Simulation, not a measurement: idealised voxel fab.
process module | voxel transistor to metal
cross-section cut | 150 nm wide | cells 5 nm
A cross-section is a grid of square cells, given in bands from the top down. A band is one or more rows of cells.
Each band's line starts with the height of the band's top and of its bottom, in nm. Then come its materials from left to right, each with its width in nm. One material with "throughout" fills the band from edge to edge. "air" is empty space.
Height 0 is the level under which the wafer as received is all one material. The lowest band goes on downwards, as in "0 down".
A width such as "30 to 40" changes by the same amount from each row of cells to the next, from the band's top row to its bottom row.
"no change" after a step means that no cell of the cross-section changed.
closed voids: empty space of 8 cells or more with no open way to the top, each as width x height at its distance from the left edge, in nm
after a step's settings: what the simulator itself notes on the step
overlay nm, on a step with a mask: how far to the right of its planned place the mask lay; to the left if negative
plan
1 op RECEIVE | material Si
2 op CONFORMAL_DEP | material SiO2 | thk nm 5
3 op CONFORMAL_DEP | material SiN | thk nm 10
4 op PATTERN | tone cover | mask id ACTIVE | material resist | width nm 90 | thk nm 15 | overlay nm 0
5 op DIRECTIONAL_ETCH | etch materials SiN | depth nm 10
6 op DIRECTIONAL_ETCH | etch materials SiO2 | depth nm 5
7 op DIRECTIONAL_ETCH | etch materials Si | depth nm 30
8 op STRIP | etch materials resist
9 op FILL_DEP | material SiO2 | thk nm 5
10 op CMP | height nm 15
11 op SELECTIVE_ETCH | etch materials SiO2 | depth nm 5
12 op STRIP | etch materials SiN
13 op SELECTIVE_ETCH | etch materials SiO2 | depth nm 5
14 op OXIDIZE | depth nm 5
15 op DIRECTIONAL_DEP | material polySi | thk nm 30
16 op DIRECTIONAL_DEP | material SiCN | thk nm 15
17 op DIRECTIONAL_DEP | material aC | thk nm 15
18 op PATTERN | tone cover | mask id GATE | material resist | width nm 20 | thk nm 35 | overlay nm 0
19 op DIRECTIONAL_ETCH | etch materials aC | depth nm 15
20 op STRIP | etch materials resist
21 op DIRECTIONAL_ETCH | etch materials SiCN | depth nm 25
22 op DIRECTIONAL_ETCH | etch materials polySi | depth nm 40
23 op STRIP | etch materials aC
24 op CONFORMAL_DEP | material SiN | thk nm 5
25 op DIRECTIONAL_ETCH | etch materials SiN | depth nm 5
26 op DIRECTIONAL_ETCH | etch materials SiO2 | depth nm 5
27 op DIRECTIONAL_ETCH | etch materials Si | depth nm 10
28 op EPI | material SiGe | thk nm 15
29 op FILL_DEP | material SiO2 | thk nm 10
30 op CMP | height nm 45
31 op DIRECTIONAL_DEP | material SiO2 | thk nm 15
32 op DIRECTIONAL_DEP | material aC | thk nm 15
33 op PATTERN | tone open | mask id CONTACT | material resist | width nm 15 | pitch nm 65 | thk nm 35 | overlay nm 0
34 op DIRECTIONAL_ETCH | etch materials aC | depth nm 15
35 op STRIP | etch materials resist
36 op DIRECTIONAL_ETCH | etch materials SiO2 | depth nm 60
37 op STRIP | etch materials aC
38 op CONFORMAL_DEP | material TiN | thk nm 5
39 op FILL_DEP | material Ru | thk nm 5
40 op CMP | height nm 60
41 op CONFORMAL_DEP | material SiN | thk nm 5
42 op DIRECTIONAL_DEP | material SiO2 | thk nm 25
43 op MASKED_ETCH | tone open | mask id METAL_1 | width nm 15 | pitch nm 65 | etch materials SiO2 | depth nm 25 | overlay nm 0
44 op MASKED_ETCH | tone open | mask id METAL_1 | width nm 15 | pitch nm 65 | etch materials SiN | depth nm 5 | overlay nm 0
45 op CONFORMAL_DEP | material TiN | thk nm 5
46 op FILL_DEP | material Ru | thk nm 5
47 op CMP | height nm 90
48 op CONFORMAL_DEP | material SiCN | thk nm 5
first wafer, as planned
as received, after step 1
  0 down: Si throughout
  closed voids: none
after step 2
  5 to 0: SiO2 throughout
  below 0: unchanged
after step 3
  15 to 5: SiN throughout
  below 5: unchanged
after step 4
  30 to 15: air 30 | resist 90 | air 30
  below 15: unchanged
after step 5
  30 to 15: air 30 | resist 90 | air 30
  15 to 5: air 30 | SiN 90 | air 30
  below 5: unchanged
after step 6
  30 to 15: air 30 | resist 90 | air 30
  15 to 5: air 30 | SiN 90 | air 30
  5 to 0: air 30 | SiO2 90 | air 30
  below 0: unchanged
after step 7
  30 to 15: air 30 | resist 90 | air 30
  15 to 5: air 30 | SiN 90 | air 30
  5 to 0: air 30 | SiO2 90 | air 30
  0 to -30: air 30 | Si 90 | air 30
  below -30: unchanged
after step 8
  15 to 5: air 30 | SiN 90 | air 30
  below 5: unchanged
after step 9
  20 to 15: SiO2 throughout
  15 to 5: SiO2 30 | SiN 90 | SiO2 30
  5 to 0: SiO2 throughout
  0 to -30: SiO2 30 | Si 90 | SiO2 30
  below -30: unchanged
after step 10
  15 to 5: SiO2 30 | SiN 90 | SiO2 30
  below 5: unchanged
after step 11
  15 to 10: air 30 | SiN 90 | air 30
  below 10: unchanged
after step 12
  10 to 5: SiO2 30 | air 90 | SiO2 30
  below 5: unchanged
after step 13
  5 to 0: SiO2 25 | air 100 | SiO2 25
  below 0: unchanged
after step 14
  5 to 0: SiO2 25 | air 100 | SiO2 25
  0 to -5: SiO2 throughout
  below -5: unchanged
after step 15
  35 to 30: polySi 25 | air 100 | polySi 25
  30 to 5: polySi throughout
  5 to 0: SiO2 25 | polySi 100 | SiO2 25
  below 0: unchanged
after step 16
  50 to 45: SiCN 25 | air 100 | SiCN 25
  45 to 35: SiCN throughout
  35 to 30: polySi 25 | SiCN 100 | polySi 25
  below 30: unchanged
after step 17
  65 to 60: aC 25 | air 100 | aC 25
  60 to 50: aC throughout
  50 to 45: SiCN 25 | aC 100 | SiCN 25
  below 45: unchanged
after step 18
  100 to 65: air 65 | resist 20 | air 65
  65 to 60: aC 25 | air 40 | resist 20 | air 40 | aC 25
  below 60: unchanged
after step 19
  85 to 60: air 65 | resist 20 | air 65
  60 to 50: air 65 | aC 20 | air 65
  50 to 45: SiCN 25 | air 40 | aC 20 | air 40 | SiCN 25
  below 45: unchanged
after step 20
  60 to 50: air 65 | aC 20 | air 65
  below 50: unchanged
after step 21
  60 to 45: air 65 | aC 20 | air 65
  45 to 35: air 65 | SiCN 20 | air 65
  35 to 30: polySi 25 | air 40 | SiCN 20 | air 40 | polySi 25
  below 30: unchanged
after step 22
  60 to 45: air 65 | aC 20 | air 65
  45 to 30: air 65 | SiCN 20 | air 65
  30 to 5: air 65 | polySi 20 | air 65
  5 to 0: SiO2 25 | air 40 | polySi 20 | air 40 | SiO2 25
  below 0: unchanged
after step 23
  45 to 30: air 65 | SiCN 20 | air 65
  below 30: unchanged
after step 24
  50 to 45: air 60 | SiN 30 | air 60
  45 to 30: air 60 | SiN 5 | SiCN 20 | SiN 5 | air 60
  30 to 10: air 60 | SiN 5 | polySi 20 | SiN 5 | air 60
  10 to 5: SiN 30 | air 30 | SiN 5 | polySi 20 | SiN 5 | air 30 | SiN 30
  5 to 0: SiO2 25 | SiN 40 | polySi 20 | SiN 40 | SiO2 25
  below 0: unchanged
after step 25
  45 to 30: air 60 | SiN 5 | SiCN 20 | SiN 5 | air 60
  30 to 5: air 60 | SiN 5 | polySi 20 | SiN 5 | air 60
  5 to 0: SiO2 25 | SiN 5 | air 30 | SiN 5 | polySi 20 | SiN 5 | air 30 | SiN 5 | SiO2 25
  below 0: unchanged
after step 26
  45 to 30: air 60 | SiN 5 | SiCN 20 | SiN 5 | air 60
  30 to 5: air 60 | SiN 5 | polySi 20 | SiN 5 | air 60
  5 to 0: air 25 | SiN 5 | air 30 | SiN 5 | polySi 20 | SiN 5 | air 30 | SiN 5 | air 25
  0 to -5: SiO2 30 | air 30 | SiO2 30 | air 30 | SiO2 30
  below -5: unchanged
after step 27
  45 to 30: air 60 | SiN 5 | SiCN 20 | SiN 5 | air 60
  30 to 5: air 60 | SiN 5 | polySi 20 | SiN 5 | air 60
  5 to 0: air 25 | SiN 5 | air 30 | SiN 5 | polySi 20 | SiN 5 | air 30 | SiN 5 | air 25
  0 to -5: SiO2 30 | air 30 | SiO2 30 | air 30 | SiO2 30
  -5 to -15: SiO2 30 | air 30 | Si 30 | air 30 | SiO2 30
  below -15: unchanged
after step 28
  45 to 30: air 60 | SiN 5 | SiCN 20 | SiN 5 | air 60
  30 to 10: air 60 | SiN 5 | polySi 20 | SiN 5 | air 60
  10 to 5: air 45 | SiGe 15 | SiN 5 | polySi 20 | SiN 5 | SiGe 15 | air 45
  5 to 0: air 25 | SiN 5 | air 15 | SiGe 15 | SiN 5 | polySi 20 | SiN 5 | SiGe 15 | air 15 | SiN 5 | air 25
  0 to -5: SiO2 30 | SiGe 30 | SiO2 30 | SiGe 30 | SiO2 30
  -5 to -15: SiO2 30 | SiGe 30 | Si 30 | SiGe 30 | SiO2 30
  below -15: unchanged
after step 29
  55 to 45: SiO2 throughout
  45 to 30: SiO2 60 | SiN 5 | SiCN 20 | SiN 5 | SiO2 60
  30 to 10: SiO2 60 | SiN 5 | polySi 20 | SiN 5 | SiO2 60
  10 to 5: SiO2 45 | SiGe 15 | SiN 5 | polySi 20 | SiN 5 | SiGe 15 | SiO2 45
  5 to 0: SiO2 25 | SiN 5 | SiO2 15 | SiGe 15 | SiN 5 | polySi 20 | SiN 5 | SiGe 15 | SiO2 15 | SiN 5 | SiO2 25
  below 0: unchanged
after step 30
  45 to 30: SiO2 60 | SiN 5 | SiCN 20 | SiN 5 | SiO2 60
  below 30: unchanged
after step 31
  60 to 45: SiO2 throughout
  below 45: unchanged
after step 32
  75 to 60: aC throughout
  below 60: unchanged
after step 33
  110 to 75: resist 35 | air 15 | resist 50 | air 15 | resist 35
  below 75: unchanged
after step 34
  95 to 75: resist 35 | air 15 | resist 50 | air 15 | resist 35
  75 to 60: aC 35 | air 15 | aC 50 | air 15 | aC 35
  below 60: unchanged
after step 35
  75 to 60: aC 35 | air 15 | aC 50 | air 15 | aC 35
  below 60: unchanged
after step 36
  75 to 60: aC 35 | air 15 | aC 50 | air 15 | aC 35
  60 to 45: SiO2 35 | air 15 | SiO2 50 | air 15 | SiO2 35
  45 to 30: SiO2 35 | air 15 | SiO2 10 | SiN 5 | SiCN 20 | SiN 5 | SiO2 10 | air 15 | SiO2 35
  30 to 10: SiO2 35 | air 15 | SiO2 10 | SiN 5 | polySi 20 | SiN 5 | SiO2 10 | air 15 | SiO2 35
  10 to 5: SiO2 35 | air 10 | SiGe 15 | SiN 5 | polySi 20 | SiN 5 | SiGe 15 | air 10 | SiO2 35
  5 to 0: SiO2 25 | SiN 5 | SiO2 5 | air 10 | SiGe 15 | SiN 5 | polySi 20 | SiN 5 | SiGe 15 | air 10 | SiO2 5 | SiN 5 | SiO2 25
  below 0: unchanged
after step 37
  60 to 45: SiO2 35 | air 15 | SiO2 50 | air 15 | SiO2 35
  below 45: unchanged
after step 38
  65 to 60: TiN 40 | air 5 | TiN 60 | air 5 | TiN 40
  60 to 45: SiO2 35 | TiN 5 | air 5 | TiN 5 | SiO2 50 | TiN 5 | air 5 | TiN 5 | SiO2 35
  45 to 30: SiO2 35 | TiN 5 | air 5 | TiN 5 | SiO2 10 | SiN 5 | SiCN 20 | SiN 5 | SiO2 10 | TiN 5 | air 5 | TiN 5 | SiO2 35
  30 to 15: SiO2 35 | TiN 5 | air 5 | TiN 5 | SiO2 10 | SiN 5 | polySi 20 | SiN 5 | SiO2 10 | TiN 5 | air 5 | TiN 5 | SiO2 35
  15 to 10: SiO2 35 | TiN 15 | SiO2 10 | SiN 5 | polySi 20 | SiN 5 | SiO2 10 | TiN 15 | SiO2 35
  10 to 5: SiO2 35 | TiN 10 | SiGe 15 | SiN 5 | polySi 20 | SiN 5 | SiGe 15 | TiN 10 | SiO2 35
  5 to 0: SiO2 25 | SiN 5 | SiO2 5 | TiN 10 | SiGe 15 | SiN 5 | polySi 20 | SiN 5 | SiGe 15 | TiN 10 | SiO2 5 | SiN 5 | SiO2 25
  below 0: unchanged
after step 39
  70 to 65: Ru throughout
  65 to 60: TiN 40 | Ru 5 | TiN 60 | Ru 5 | TiN 40
  60 to 45: SiO2 35 | TiN 5 | Ru 5 | TiN 5 | SiO2 50 | TiN 5 | Ru 5 | TiN 5 | SiO2 35
  45 to 30: SiO2 35 | TiN 5 | Ru 5 | TiN 5 | SiO2 10 | SiN 5 | SiCN 20 | SiN 5 | SiO2 10 | TiN 5 | Ru 5 | TiN 5 | SiO2 35
  30 to 15: SiO2 35 | TiN 5 | Ru 5 | TiN 5 | SiO2 10 | SiN 5 | polySi 20 | SiN 5 | SiO2 10 | TiN 5 | Ru 5 | TiN 5 | SiO2 35
  below 15: unchanged
after step 40
  60 to 45: SiO2 35 | TiN 5 | Ru 5 | TiN 5 | SiO2 50 | TiN 5 | Ru 5 | TiN 5 | SiO2 35
  below 45: unchanged
after step 41
  65 to 60: SiN throughout
  below 60: unchanged
after step 42
  90 to 65: SiO2 throughout
  below 65: unchanged
after step 43
  90 to 65: SiO2 35 | air 15 | SiO2 50 | air 15 | SiO2 35
  below 65: unchanged
after step 44
  90 to 65: SiO2 35 | air 15 | SiO2 50 | air 15 | SiO2 35
  65 to 60: SiN 35 | air 15 | SiN 50 | air 15 | SiN 35
  below 60: unchanged
after step 45
  95 to 90: TiN 40 | air 5 | TiN 60 | air 5 | TiN 40
  90 to 65: SiO2 35 | TiN 5 | air 5 | TiN 5 | SiO2 50 | TiN 5 | air 5 | TiN 5 | SiO2 35
  65 to 60: SiN 35 | TiN 15 | SiN 50 | TiN 15 | SiN 35
  below 60: unchanged
after step 46
  100 to 95: Ru throughout
  95 to 90: TiN 40 | Ru 5 | TiN 60 | Ru 5 | TiN 40
  90 to 65: SiO2 35 | TiN 5 | Ru 5 | TiN 5 | SiO2 50 | TiN 5 | Ru 5 | TiN 5 | SiO2 35
  below 65: unchanged
after step 47
  90 to 65: SiO2 35 | TiN 5 | Ru 5 | TiN 5 | SiO2 50 | TiN 5 | Ru 5 | TiN 5 | SiO2 35
  below 65: unchanged
after step 48
  95 to 90: SiCN throughout
  below 90: unchanged
second wafer: like start, like plan, one mistake. Through step 11 it matches the first wafer
when step 12 should have ended
  15 to 5: air 30 | SiN 90 | air 30
  below 5: unchanged
when step 13 should have ended
  5 to 0: SiO2 throughout
  below 0: unchanged
when step 14 should have ended: no change
when step 15 should have ended
  35 to 5: polySi throughout
  below 5: unchanged
when step 16 should have ended
  50 to 35: SiCN throughout
  below 35: unchanged
when step 17 should have ended
  65 to 50: aC throughout
  below 50: unchanged
when step 18 should have ended
  100 to 65: air 65 | resist 20 | air 65
  below 65: unchanged
when step 19 should have ended
  85 to 65: air 65 | resist 20 | air 65
  65 to 50: air 65 | aC 20 | air 65
  below 50: unchanged
when step 20 should have ended
  65 to 50: air 65 | aC 20 | air 65
  below 50: unchanged
when step 21 should have ended
  65 to 50: air 65 | aC 20 | air 65
  50 to 35: air 65 | SiCN 20 | air 65
  below 35: unchanged
when step 22 should have ended
  65 to 50: air 65 | aC 20 | air 65
  50 to 35: air 65 | SiCN 20 | air 65
  35 to 5: air 65 | polySi 20 | air 65
  below 5: unchanged
when step 23 should have ended
  50 to 35: air 65 | SiCN 20 | air 65
  below 35: unchanged
when step 24 should have ended
  55 to 50: air 60 | SiN 30 | air 60
  50 to 35: air 60 | SiN 5 | SiCN 20 | SiN 5 | air 60
  35 to 10: air 60 | SiN 5 | polySi 20 | SiN 5 | air 60
  10 to 5: SiN 65 | polySi 20 | SiN 65
  below 5: unchanged
when step 25 should have ended
  50 to 35: air 60 | SiN 5 | SiCN 20 | SiN 5 | air 60
  35 to 5: air 60 | SiN 5 | polySi 20 | SiN 5 | air 60
  below 5: unchanged
when step 26 should have ended
  50 to 35: air 60 | SiN 5 | SiCN 20 | SiN 5 | air 60
  35 to 5: air 60 | SiN 5 | polySi 20 | SiN 5 | air 60
  5 to 0: air 60 | SiO2 30 | air 60
  below 0: unchanged
when step 27 should have ended
  50 to 35: air 60 | SiN 5 | SiCN 20 | SiN 5 | air 60
  35 to 5: air 60 | SiN 5 | polySi 20 | SiN 5 | air 60
  5 to 0: air 60 | SiO2 30 | air 60
  0 to -10: SiO2 30 | air 30 | Si 30 | air 30 | SiO2 30
  below -10: unchanged
when step 28 should have ended
  50 to 35: air 60 | SiN 5 | SiCN 20 | SiN 5 | air 60
  35 to 15: air 60 | SiN 5 | polySi 20 | SiN 5 | air 60
  15 to 5: air 45 | SiGe 15 | SiN 5 | polySi 20 | SiN 5 | SiGe 15 | air 45
  5 to 0: air 25 | SiGe 35 | SiO2 30 | SiGe 35 | air 25
  0 to -10: SiO2 30 | SiGe 30 | Si 30 | SiGe 30 | SiO2 30
  below -10: unchanged
when step 29 should have ended
  60 to 50: SiO2 throughout
  50 to 35: SiO2 60 | SiN 5 | SiCN 20 | SiN 5 | SiO2 60
  35 to 15: SiO2 60 | SiN 5 | polySi 20 | SiN 5 | SiO2 60
  15 to 5: SiO2 45 | SiGe 15 | SiN 5 | polySi 20 | SiN 5 | SiGe 15 | SiO2 45
  5 to 0: SiO2 25 | SiGe 35 | SiO2 30 | SiGe 35 | SiO2 25
  below 0: unchanged
when step 30 should have ended
  45 to 35: SiO2 60 | SiN 5 | SiCN 20 | SiN 5 | SiO2 60
  below 35: unchanged
when step 31 should have ended
  60 to 45: SiO2 throughout
  below 45: unchanged
when step 32 should have ended
  75 to 60: aC throughout
  below 60: unchanged
when step 33 should have ended
  110 to 75: resist 35 | air 15 | resist 50 | air 15 | resist 35
  below 75: unchanged
when step 34 should have ended
  95 to 75: resist 35 | air 15 | resist 50 | air 15 | resist 35
  75 to 60: aC 35 | air 15 | aC 50 | air 15 | aC 35
  below 60: unchanged
when step 35 should have ended
  75 to 60: aC 35 | air 15 | aC 50 | air 15 | aC 35
  below 60: unchanged
when step 36 should have ended
  75 to 60: aC 35 | air 15 | aC 50 | air 15 | aC 35
  60 to 45: SiO2 35 | air 15 | SiO2 50 | air 15 | SiO2 35
  45 to 35: SiO2 35 | air 15 | SiO2 10 | SiN 5 | SiCN 20 | SiN 5 | SiO2 10 | air 15 | SiO2 35
  35 to 15: SiO2 35 | air 15 | SiO2 10 | SiN 5 | polySi 20 | SiN 5 | SiO2 10 | air 15 | SiO2 35
  15 to 5: SiO2 35 | air 10 | SiGe 15 | SiN 5 | polySi 20 | SiN 5 | SiGe 15 | air 10 | SiO2 35
  below 5: unchanged
when step 37 should have ended
  60 to 45: SiO2 35 | air 15 | SiO2 50 | air 15 | SiO2 35
  below 45: unchanged
when step 38 should have ended
  65 to 60: TiN 40 | air 5 | TiN 60 | air 5 | TiN 40
  60 to 45: SiO2 35 | TiN 5 | air 5 | TiN 5 | SiO2 50 | TiN 5 | air 5 | TiN 5 | SiO2 35
  45 to 35: SiO2 35 | TiN 5 | air 5 | TiN 5 | SiO2 10 | SiN 5 | SiCN 20 | SiN 5 | SiO2 10 | TiN 5 | air 5 | TiN 5 | SiO2 35
  35 to 20: SiO2 35 | TiN 5 | air 5 | TiN 5 | SiO2 10 | SiN 5 | polySi 20 | SiN 5 | SiO2 10 | TiN 5 | air 5 | TiN 5 | SiO2 35
  20 to 15: SiO2 35 | TiN 15 | SiO2 10 | SiN 5 | polySi 20 | SiN 5 | SiO2 10 | TiN 15 | SiO2 35
  15 to 5: SiO2 35 | TiN 10 | SiGe 15 | SiN 5 | polySi 20 | SiN 5 | SiGe 15 | TiN 10 | SiO2 35
  below 5: unchanged
when step 39 should have ended
  70 to 65: Ru throughout
  65 to 60: TiN 40 | Ru 5 | TiN 60 | Ru 5 | TiN 40
  60 to 45: SiO2 35 | TiN 5 | Ru 5 | TiN 5 | SiO2 50 | TiN 5 | Ru 5 | TiN 5 | SiO2 35
  45 to 35: SiO2 35 | TiN 5 | Ru 5 | TiN 5 | SiO2 10 | SiN 5 | SiCN 20 | SiN 5 | SiO2 10 | TiN 5 | Ru 5 | TiN 5 | SiO2 35
  35 to 20: SiO2 35 | TiN 5 | Ru 5 | TiN 5 | SiO2 10 | SiN 5 | polySi 20 | SiN 5 | SiO2 10 | TiN 5 | Ru 5 | TiN 5 | SiO2 35
  below 20: unchanged
when step 40 should have ended
  60 to 45: SiO2 35 | TiN 5 | Ru 5 | TiN 5 | SiO2 50 | TiN 5 | Ru 5 | TiN 5 | SiO2 35
  below 45: unchanged
when step 41 should have ended
  65 to 60: SiN throughout
  below 60: unchanged
when step 42 should have ended
  90 to 65: SiO2 throughout
  below 65: unchanged
when step 43 should have ended
  90 to 65: SiO2 35 | air 15 | SiO2 50 | air 15 | SiO2 35
  below 65: unchanged
when step 44 should have ended
  90 to 65: SiO2 35 | air 15 | SiO2 50 | air 15 | SiO2 35
  65 to 60: SiN 35 | air 15 | SiN 50 | air 15 | SiN 35
  below 60: unchanged
when step 45 should have ended
  95 to 90: TiN 40 | air 5 | TiN 60 | air 5 | TiN 40
  90 to 65: SiO2 35 | TiN 5 | air 5 | TiN 5 | SiO2 50 | TiN 5 | air 5 | TiN 5 | SiO2 35
  65 to 60: SiN 35 | TiN 15 | SiN 50 | TiN 15 | SiN 35
  below 60: unchanged
when step 46 should have ended
  100 to 95: Ru throughout
  95 to 90: TiN 40 | Ru 5 | TiN 60 | Ru 5 | TiN 40
  90 to 65: SiO2 35 | TiN 5 | Ru 5 | TiN 5 | SiO2 50 | TiN 5 | Ru 5 | TiN 5 | SiO2 35
  below 65: unchanged
when step 47 should have ended
  90 to 65: SiO2 35 | TiN 5 | Ru 5 | TiN 5 | SiO2 50 | TiN 5 | Ru 5 | TiN 5 | SiO2 35
  below 65: unchanged
when step 48 should have ended
  95 to 90: SiCN throughout
  below 90: unchanged
what went wrong: steps 12 and 13 were swapped
at the end the second wafer has, in cells: 2 fewer of Ru | 18 more of Si | 4 fewer of SiCN | 2 more of SiGe | 4 fewer of SiN | 6 fewer of SiO2 | 4 fewer of TiN
